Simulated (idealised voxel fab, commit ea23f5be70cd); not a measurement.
process module | voxel self aligned contacts
The width of the displayed cross-section, cut, is 285 nm; its cells are square, with a size of 5 nm.
Cross-sections here: square-cell grids, written as top-down lists of bands, a band being one or more rows of cells.
Band entry format. Leading values: height of top, height of bottom, nm. Remainder: materials in left-to-right order, each with its width in nm. Special words: "edge to edge" on a single material, which then fills the band edge to edge; "blank", empty space.
Heads up on the height convention: 0 is the point under which the incoming wafer is all one material, and the lowest band has no bottom, it just keeps going down, like "0 down".
Think of "30 to 40" as a width that walks from the first number to the second as you go down the band, top row to bottom row, taking equal-sized steps from row to row.
Given "remains unaltered" for a step, no cell of the cross-section differs between before and after that step.
Voids not open to the top, 8 cells minimum: see "Sealed-off cavities". Written width x height at distance; distance is from the left edge; nm.
Anything after a step's settings on that line? It's the simulator's own note about the step.
The line of a step may include "overlay nm". On a step with a mask, this value is how far to the right of its planned place the mask lay. A negative value means the mask lay to the left.
Each pair below shows a cross-section before one step and the cross-section after it, down to the lowest band that changed. The line under each pair gives the step between them, with its settings. The pairs can come from different runs of this module on the same starting wafer, so a pair continues from the pair above only where its "Before the step" says so.

-- Before the step
> 65 to 45 = 110 nm resist, 65 nm blank, 110 nm resist
> 45 to 40 = SiO2 edge to edge
> 40 to 20 = 75 nm SiO2, 55 nm SiN, 25 nm SiO2, 55 nm SiN, 75 nm SiO2
> 20 to 0 = 75 nm SiO2, 10 nm SiN, 35 nm polySi, 10 nm SiN, 25 nm SiO2, 10 nm SiN, 35 nm polySi, 10 nm SiN, 75 nm SiO2
> 0 to -10 = SiO2 edge to edge
> -10 down = Si edge to edge
> Sealed-off cavities: none

-- After the Step
> 65 to 45 = 110 nm resist, 65 nm blank, 110 nm resist
> 45 to 40 = 110 nm SiO2, 65 nm blank, 110 nm SiO2
> 40 to 20 = 75 nm SiO2, 55 nm SiN, 25 nm blank, 55 nm SiN, 75 nm SiO2
> 20 to 0 = 75 nm SiO2, 10 nm SiN, 35 nm polySi, 10 nm SiN, 25 nm blank, 10 nm SiN, 35 nm polySi, 10 nm SiN, 75 nm SiO2
> 0 to -5 = 130 nm SiO2, 25 nm blank, 130 nm SiO2
> Anything lower than -5 is untouched.
> Sealed-off cavities: none
Step applied between the pre-step and post-step cross-sections shown above: DIRECTIONAL_ETCH [etch materials SiO2] [depth nm 50]

Before the step: Please consult the pair immediately above; the cross-section it shows after its step is the state before this step.

-- After the Step
> 45 to 40 = 110 nm SiO2, 65 nm blank, 110 nm SiO2
> Anything lower than 40 is untouched.
> Sealed-off cavities: none
Step applied between the pre-step and post-step cross-sections shown above: STRIP [etch materials resist]

Before the step: Please consult the pair immediately above; the cross-section it shows after its step is the state before this step.

-- After the Step
> 50 to 45 = 115 nm TiN, 55 nm blank, 115 nm TiN
> 45 to 40 = 110 nm SiO2, 25 nm TiN, 15 nm blank, 25 nm TiN, 110 nm SiO2
> 40 to 20 = 75 nm SiO2, 55 nm SiN, 5 nm TiN, 15 nm blank, 5 nm TiN, 55 nm SiN, 75 nm SiO2
> 20 to 0 = 75 nm SiO2, 10 nm SiN, 35 nm polySi, 10 nm SiN, 5 nm TiN, 15 nm blank, 5 nm TiN, 10 nm SiN, 35 nm polySi, 10 nm SiN, 75 nm SiO2
> 0 to -5 = 130 nm SiO2, 25 nm TiN, 130 nm SiO2
> Anything lower than -5 is untouched.
> Sealed-off cavities: none
Step applied between the pre-step and post-step cross-sections shown above: CONFORMAL_DEP [material TiN] [thk nm 5]

Before the step: Please consult the pair immediately above; the cross-section it shows after its step is the state before this step.

-- After the Step
> 60 to 50 = Ru edge to edge
> 50 to 45 = 115 nm TiN, 55 nm Ru, 115 nm TiN
> 45 to 40 = 110 nm SiO2, 25 nm TiN, 15 nm Ru, 25 nm TiN, 110 nm SiO2
> 40 to 20 = 75 nm SiO2, 55 nm SiN, 5 nm TiN, 15 nm Ru, 5 nm TiN, 55 nm SiN, 75 nm SiO2
> 20 to 0 = 75 nm SiO2, 10 nm SiN, 35 nm polySi, 10 nm SiN, 5 nm TiN, 15 nm Ru, 5 nm TiN, 10 nm SiN, 35 nm polySi, 10 nm SiN, 75 nm SiO2
> Anything lower than 0 is untouched.
> Sealed-off cavities: none
Step applied between the pre-step and post-step cross-sections shown above: FILL_DEP [material Ru] [thk nm 10]

Before the step: Please consult the pair immediately above; the cross-section it shows after its step is the state before this step.

-- After the Step
> 45 to 40 = 110 nm SiO2, 25 nm TiN, 15 nm Ru, 25 nm TiN, 110 nm SiO2
> Anything lower than 40 is untouched.
> Sealed-off cavities: none
Step applied between the pre-step and post-step cross-sections shown above: CMP [height nm 45]

Before the step: Please consult the pair immediately above; the cross-section it shows after its step is the state before this step.

-- After the Step
> 50 to 45 = SiCN edge to edge
> Anything lower than 45 is untouched.
> Sealed-off cavities: none
Step applied between the pre-step and post-step cross-sections shown above: CONFORMAL_DEP [material SiCN] [thk nm 5]

-- Before the step
> 40 to 20 = SiN edge to edge
> 20 to 0 = polySi edge to edge
> 0 to -5 = SiO2 edge to edge
> -5 down = Si edge to edge
> Sealed-off cavities: none

-- After the Step
> 40 to 20 = 90 nm blank, 30 nm SiN, 50 nm blank, 30 nm SiN, 85 nm blank
> Anything lower than 20 is untouched.
> Sealed-off cavities: none
Step applied between the pre-step and post-step cross-sections shown above: MASKED_ETCH [tone cover] [mask id GATE] [width nm 30] [pitch nm 80] [etch materials SiN] [depth nm 20] [overlay nm 0]

Before the step: Please consult the pair immediately above; the cross-section it shows after its step is the state before this step.

-- After the Step
> 40 to 20 = 90 nm blank, 30 nm SiN, 50 nm blank, 30 nm SiN, 85 nm blank
> 20 to 0 = 85 nm blank, 35 nm polySi, 45 nm blank, 35 nm polySi, 85 nm blank
> Anything lower than 0 is untouched.
> Sealed-off cavities: none
Step applied between the pre-step and post-step cross-sections shown above: MASKED_ETCH [tone cover] [mask id GATE] [width nm 35] [pitch nm 80] [etch materials polySi] [depth nm 20] [overlay nm 0]

Before the step: Please consult the pair immediately above; the cross-section it shows after its step is the state before this step.

-- After the Step
> 50 to 30 = 80 nm blank, 50 nm SiN, 30 nm blank, 50 nm SiN, 75 nm blank
> 30 to 20 = 75 nm blank, 55 nm SiN, 25 nm blank, 55 nm SiN, 75 nm blank
> 20 to 10 = 75 nm blank, 10 nm SiN, 35 nm polySi, 10 nm SiN, 25 nm blank, 10 nm SiN, 35 nm polySi, 10 nm SiN, 75 nm blank
> 10 to 0 = 85 nm SiN, 35 nm polySi, 45 nm SiN, 35 nm polySi, 85 nm SiN
> Anything lower than 0 is untouched.
> Sealed-off cavities: none
Step applied between the pre-step and post-step cross-sections shown above: CONFORMAL_DEP [material SiN] [thk nm 10]

Before the step: Please consult the pair immediately above; the cross-section it shows after its step is the state before this step.

-- After the Step
> 40 to 20 = 80 nm blank, 50 nm SiN, 30 nm blank, 50 nm SiN, 75 nm blank
> 20 to 0 = 75 nm blank, 10 nm SiN, 35 nm polySi, 10 nm SiN, 25 nm blank, 10 nm SiN, 35 nm polySi, 10 nm SiN, 75 nm blank
> Anything lower than 0 is untouched.
> Sealed-off cavities: none
Step applied between the pre-step and post-step cross-sections shown above: DIRECTIONAL_ETCH [etch materials SiN] [depth nm 10]

Before the step: Please consult the pair immediately above; the cross-section it shows after its step is the state before this step.

-- After the Step
> 55 to 40 = SiO2 edge to edge
> 40 to 20 = 80 nm SiO2, 50 nm SiN, 30 nm SiO2, 50 nm SiN, 75 nm SiO2
> 20 to 0 = 75 nm SiO2, 10 nm SiN, 35 nm polySi, 10 nm SiN, 25 nm SiO2, 10 nm SiN, 35 nm polySi, 10 nm SiN, 75 nm SiO2
> Anything lower than 0 is untouched.
> Sealed-off cavities: none
Step applied between the pre-step and post-step cross-sections shown above: FILL_DEP [material SiO2] [thk nm 15]

Before the step: Please consult the pair immediately above; the cross-section it shows after its step is the state before this step.

-- After the Step
> 45 to 40 = SiO2 edge to edge
> Anything lower than 40 is untouched.
> Sealed-off cavities: none
Step applied between the pre-step and post-step cross-sections shown above: CMP [height nm 45]

Before the step: Please consult the pair immediately above; the cross-section it shows after its step is the state before this step.

-- After the Step
> 65 to 45 = 110 nm resist, 65 nm blank, 110 nm resist
> Anything lower than 45 is untouched.
> Sealed-off cavities: none
Step applied between the pre-step and post-step cross-sections shown above: PATTERN [tone open] [mask id CONTACT] [material resist] [width nm 65] [thk nm 20] [overlay nm 0]

Before the step: Please consult the pair immediately above; the cross-section it shows after its step is the state before this step.

-- After the Step
> 65 to 45 = 110 nm resist, 65 nm blank, 110 nm resist
> 45 to 40 = 110 nm SiO2, 65 nm blank, 110 nm SiO2
> 40 to 20 = 80 nm SiO2, 50 nm SiN, 30 nm blank, 50 nm SiN, 75 nm SiO2
> 20 to 0 = 75 nm SiO2, 10 nm SiN, 35 nm polySi, 10 nm SiN, 25 nm blank, 10 nm SiN, 35 nm polySi, 10 nm SiN, 75 nm SiO2
> 0 to -5 = 130 nm SiO2, 25 nm blank, 130 nm SiO2
> Anything lower than -5 is untouched.
> Sealed-off cavities: none
Step applied between the pre-step and post-step cross-sections shown above: DIRECTIONAL_ETCH [etch materials SiO2] [depth nm 50]

Before the step: Please consult the pair immediately above; the cross-section it shows after its step is the state before this step.

-- After the Step
> 45 to 40 = 110 nm SiO2, 65 nm blank, 110 nm SiO2
> Anything lower than 40 is untouched.
> Sealed-off cavities: none
Step applied between the pre-step and post-step cross-sections shown above: STRIP [etch materials resist]

Before the step: Please consult the pair immediately above; the cross-section it shows after its step is the state before this step.

-- After the Step
> 50 to 45 = 115 nm TiN, 55 nm blank, 115 nm TiN
> 45 to 40 = 110 nm SiO2, 25 nm TiN, 20 nm blank, 20 nm TiN, 110 nm SiO2
> 40 to 25 = 80 nm SiO2, 50 nm SiN, 5 nm TiN, 20 nm blank, 5 nm TiN, 50 nm SiN, 75 nm SiO2
> 25 to 20 = 80 nm SiO2, 50 nm SiN, 5 nm TiN, 15 nm blank, 10 nm TiN, 50 nm SiN, 75 nm SiO2
> 20 to 0 = 75 nm SiO2, 10 nm SiN, 35 nm polySi, 10 nm SiN, 5 nm TiN, 15 nm blank, 5 nm TiN, 10 nm SiN, 35 nm polySi, 10 nm SiN, 75 nm SiO2
> 0 to -5 = 130 nm SiO2, 25 nm TiN, 130 nm SiO2
> Anything lower than -5 is untouched.
> Sealed-off cavities: none
Step applied between the pre-step and post-step cross-sections shown above: CONFORMAL_DEP [material TiN] [thk nm 5]

Before the step: Please consult the pair immediately above; the cross-section it shows after its step is the state before this step.

-- After the Step
> 60 to 50 = Ru edge to edge
> 50 to 45 = 115 nm TiN, 55 nm Ru, 115 nm TiN
> 45 to 40 = 110 nm SiO2, 25 nm TiN, 20 nm Ru, 20 nm TiN, 110 nm SiO2
> 40 to 25 = 80 nm SiO2, 50 nm SiN, 5 nm TiN, 20 nm Ru, 5 nm TiN, 50 nm SiN, 75 nm SiO2
> 25 to 20 = 80 nm SiO2, 50 nm SiN, 5 nm TiN, 15 nm Ru, 10 nm TiN, 50 nm SiN, 75 nm SiO2
> 20 to 0 = 75 nm SiO2, 10 nm SiN, 35 nm polySi, 10 nm SiN, 5 nm TiN, 15 nm Ru, 5 nm TiN, 10 nm SiN, 35 nm polySi, 10 nm SiN, 75 nm SiO2
> Anything lower than 0 is untouched.
> Sealed-off cavities: none
Step applied between the pre-step and post-step cross-sections shown above: FILL_DEP [material Ru] [thk nm 10]

Before the step: Please consult the pair immediately above; the cross-section it shows after its step is the state before this step.

-- After the Step
> 45 to 40 = 110 nm SiO2, 25 nm TiN, 20 nm Ru, 20 nm TiN, 110 nm SiO2
> Anything lower than 40 is untouched.
> Sealed-off cavities: none
Step applied between the pre-step and post-step cross-sections shown above: CMP [height nm 45]

Before the step: Please consult the pair immediately above; the cross-section it shows after its step is the state before this step.

-- After the Step
> 50 to 45 = SiCN edge to edge
> Anything lower than 45 is untouched.
> Sealed-off cavities: none
Step applied between the pre-step and post-step cross-sections shown above: CONFORMAL_DEP [material SiCN] [thk nm 5]

-- Before the step
> 45 to 40 = SiO2 edge to edge
> 40 to 20 = 75 nm SiO2, 55 nm SiN, 25 nm SiO2, 55 nm SiN, 75 nm SiO2
> 20 to 0 = 75 nm SiO2, 10 nm SiN, 35 nm polySi, 10 nm SiN, 25 nm SiO2, 10 nm SiN, 35 nm polySi, 10 nm SiN, 75 nm SiO2
> 0 to -5 = SiO2 edge to edge
> -5 down = Si edge to edge
> Sealed-off cavities: none

-- After the Step
> 65 to 45 = 105 nm resist, 65 nm blank, 115 nm resist
> Anything lower than 45 is untouched.
> Sealed-off cavities: none
Step applied between the pre-step and post-step cross-sections shown above: PATTERN [tone open] [mask id CONTACT] [material resist] [width nm 65] [thk nm 20] [overlay nm -5]

Before the step: Please consult the pair immediately above; the cross-section it shows after its step is the state before this step.

-- After the Step
> 65 to 45 = 105 nm resist, 65 nm blank, 115 nm resist
> 45 to 40 = 105 nm SiO2, 65 nm blank, 115 nm SiO2
> 40 to 20 = 75 nm SiO2, 55 nm SiN, 25 nm blank, 55 nm SiN, 75 nm SiO2
> 20 to 0 = 75 nm SiO2, 10 nm SiN, 35 nm polySi, 10 nm SiN, 25 nm blank, 10 nm SiN, 35 nm polySi, 10 nm SiN, 75 nm SiO2
> 0 to -5 = 130 nm SiO2, 25 nm blank, 130 nm SiO2
> Anything lower than -5 is untouched.
> Sealed-off cavities: none
Step applied between the pre-step and post-step cross-sections shown above: DIRECTIONAL_ETCH [etch materials SiO2] [depth nm 50]

Before the step: Please consult the pair immediately above; the cross-section it shows after its step is the state before this step.

-- After the Step
> 45 to 40 = 105 nm SiO2, 65 nm blank, 115 nm SiO2
> Anything lower than 40 is untouched.
> Sealed-off cavities: none
Step applied between the pre-step and post-step cross-sections shown above: STRIP [etch materials resist]

Before the step: Please consult the pair immediately above; the cross-section it shows after its step is the state before this step.

-- After the Step
> 50 to 45 = 110 nm TiN, 55 nm blank, 120 nm TiN
> 45 to 40 = 105 nm SiO2, 30 nm TiN, 15 nm blank, 20 nm TiN, 115 nm SiO2
> 40 to 20 = 75 nm SiO2, 55 nm SiN, 5 nm TiN, 15 nm blank, 5 nm TiN, 55 nm SiN, 75 nm SiO2
> 20 to 0 = 75 nm SiO2, 10 nm SiN, 35 nm polySi, 10 nm SiN, 5 nm TiN, 15 nm blank, 5 nm TiN, 10 nm SiN, 35 nm polySi, 10 nm SiN, 75 nm SiO2
> 0 to -5 = 130 nm SiO2, 25 nm TiN, 130 nm SiO2
> Anything lower than -5 is untouched.
> Sealed-off cavities: none
Step applied between the pre-step and post-step cross-sections shown above: CONFORMAL_DEP [material TiN] [thk nm 5]

Before the step: Please consult the pair immediately above; the cross-section it shows after its step is the state before this step.

-- After the Step
> 60 to 50 = Ru edge to edge
> 50 to 45 = 110 nm TiN, 55 nm Ru, 120 nm TiN
> 45 to 40 = 105 nm SiO2, 30 nm TiN, 15 nm Ru, 20 nm TiN, 115 nm SiO2
> 40 to 20 = 75 nm SiO2, 55 nm SiN, 5 nm TiN, 15 nm Ru, 5 nm TiN, 55 nm SiN, 75 nm SiO2
> 20 to 0 = 75 nm SiO2, 10 nm SiN, 35 nm polySi, 10 nm SiN, 5 nm TiN, 15 nm Ru, 5 nm TiN, 10 nm SiN, 35 nm polySi, 10 nm SiN, 75 nm SiO2
> Anything lower than 0 is untouched.
> Sealed-off cavities: none
Step applied between the pre-step and post-step cross-sections shown above: FILL_DEP [material Ru] [thk nm 10]

Before the step: Please consult the pair immediately above; the cross-section it shows after its step is the state before this step.

-- After the Step
> 45 to 40 = 105 nm SiO2, 30 nm TiN, 15 nm Ru, 20 nm TiN, 115 nm SiO2
> Anything lower than 40 is untouched.
> Sealed-off cavities: none
Step applied between the pre-step and post-step cross-sections shown above: CMP [height nm 45]

Before the step: Please consult the pair immediately above; the cross-section it shows after its step is the state before this step.

-- After the Step
> 50 to 45 = SiCN edge to edge
> Anything lower than 45 is untouched.
> Sealed-off cavities: none
Step applied between the pre-step and post-step cross-sections shown above: CONFORMAL_DEP [material SiCN] [thk nm 5]

-- Before the step
> 45 to 40 = 110 nm SiO2, 25 nm TiN, 15 nm Ru, 25 nm TiN, 110 nm SiO2
> 40 to 20 = 75 nm SiO2, 55 nm SiN, 5 nm TiN, 15 nm Ru, 5 nm TiN, 55 nm SiN, 75 nm SiO2
> 20 to 0 = 75 nm SiO2, 10 nm SiN, 35 nm polySi, 10 nm SiN, 5 nm TiN, 15 nm Ru, 5 nm TiN, 10 nm SiN, 35 nm polySi, 10 nm SiN, 75 nm SiO2
> 0 to -5 = 130 nm SiO2, 25 nm TiN, 130 nm SiO2
> -5 down = Si edge to edge
> Sealed-off cavities: none

-- After the Step
> 50 to 45 = SiN edge to edge
> Anything lower than 45 is untouched.
> Sealed-off cavities: none
Step applied between the pre-step and post-step cross-sections shown above: CONFORMAL_DEP [material SiN] [thk nm 5]

-- Before the step
> 45 to 40 = SiO2 edge to edge
> 40 to 20 = 75 nm SiO2, 55 nm SiN, 25 nm SiO2, 55 nm SiN, 75 nm SiO2
> 20 to 0 = 75 nm SiO2, 10 nm SiN, 35 nm polySi, 10 nm SiN, 25 nm SiO2, 10 nm SiN, 35 nm polySi, 10 nm SiN, 75 nm SiO2
> 0 to -5 = SiO2 edge to edge
> -5 down = Si edge to edge
> Sealed-off cavities: none

-- After the Step
> 65 to 45 = 110 nm blank, 65 nm resist, 110 nm blank
> Anything lower than 45 is untouched.
> Sealed-off cavities: none
Step applied between the pre-step and post-step cross-sections shown above: PATTERN [tone cover] [mask id CONTACT] [material resist] [width nm 65] [thk nm 20] [overlay nm 0]

Before the step: Please consult the pair immediately above; the cross-section it shows after its step is the state before this step.

-- After the Step
> 65 to 45 = 110 nm blank, 65 nm resist, 110 nm blank
> 45 to 40 = 110 nm blank, 65 nm SiO2, 110 nm blank
> 40 to 20 = 75 nm blank, 55 nm SiN, 25 nm SiO2, 55 nm SiN, 75 nm blank
> 20 to 0 = 75 nm blank, 10 nm SiN, 35 nm polySi, 10 nm SiN, 25 nm SiO2, 10 nm SiN, 35 nm polySi, 10 nm SiN, 75 nm blank
> 0 to -5 = 75 nm blank, 135 nm SiO2, 75 nm blank
> Anything lower than -5 is untouched.
> Sealed-off cavities: none
Step applied between the pre-step and post-step cross-sections shown above: DIRECTIONAL_ETCH [etch materials SiO2] [depth nm 50]

Before the step: Please consult the pair immediately above; the cross-section it shows after its step is the state before this step.

-- After the Step
> 45 to 40 = 110 nm blank, 65 nm SiO2, 110 nm blank
> Anything lower than 40 is untouched.
> Sealed-off cavities: none
Step applied between the pre-step and post-step cross-sections shown above: STRIP [etch materials resist]

Before the step: Please consult the pair immediately above; the cross-section it shows after its step is the state before this step.

-- After the Step
> 50 to 45 = 105 nm blank, 75 nm TiN, 105 nm blank
> 45 to 40 = 70 nm blank, 40 nm TiN, 65 nm SiO2, 40 nm TiN, 70 nm blank
> 40 to 20 = 70 nm blank, 5 nm TiN, 55 nm SiN, 25 nm SiO2, 55 nm SiN, 5 nm TiN, 70 nm blank
> 20 to 0 = 70 nm blank, 5 nm TiN, 10 nm SiN, 35 nm polySi, 10 nm SiN, 25 nm SiO2, 10 nm SiN, 35 nm polySi, 10 nm SiN, 5 nm TiN, 70 nm blank
> 0 to -5 = 75 nm TiN, 135 nm SiO2, 75 nm TiN
> Anything lower than -5 is untouched.
> Sealed-off cavities: none
Step applied between the pre-step and post-step cross-sections shown above: CONFORMAL_DEP [material TiN] [thk nm 5]

Before the step: Please consult the pair immediately above; the cross-section it shows after its step is the state before this step.

-- After the Step
> 60 to 50 = Ru edge to edge
> 50 to 45 = 105 nm Ru, 75 nm TiN, 105 nm Ru
> 45 to 40 = 70 nm Ru, 40 nm TiN, 65 nm SiO2, 40 nm TiN, 70 nm Ru
> 40 to 20 = 70 nm Ru, 5 nm TiN, 55 nm SiN, 25 nm SiO2, 55 nm SiN, 5 nm TiN, 70 nm Ru
> 20 to 0 = 70 nm Ru, 5 nm TiN, 10 nm SiN, 35 nm polySi, 10 nm SiN, 25 nm SiO2, 10 nm SiN, 35 nm polySi, 10 nm SiN, 5 nm TiN, 70 nm Ru
> Anything lower than 0 is untouched.
> Sealed-off cavities: none
Step applied between the pre-step and post-step cross-sections shown above: FILL_DEP [material Ru] [thk nm 10]

Before the step: Please consult the pair immediately above; the cross-section it shows after its step is the state before this step.

-- After the Step
> 45 to 40 = 70 nm Ru, 40 nm TiN, 65 nm SiO2, 40 nm TiN, 70 nm Ru
> Anything lower than 40 is untouched.
> Sealed-off cavities: none
Step applied between the pre-step and post-step cross-sections shown above: CMP [height nm 45]

Before the step: Please consult the pair immediately above; the cross-section it shows after its step is the state before this step.

-- After the Step
> 50 to 45 = SiCN edge to edge
> Anything lower than 45 is untouched.
> Sealed-off cavities: none
Step applied between the pre-step and post-step cross-sections shown above: CONFORMAL_DEP [material SiCN] [thk nm 5]
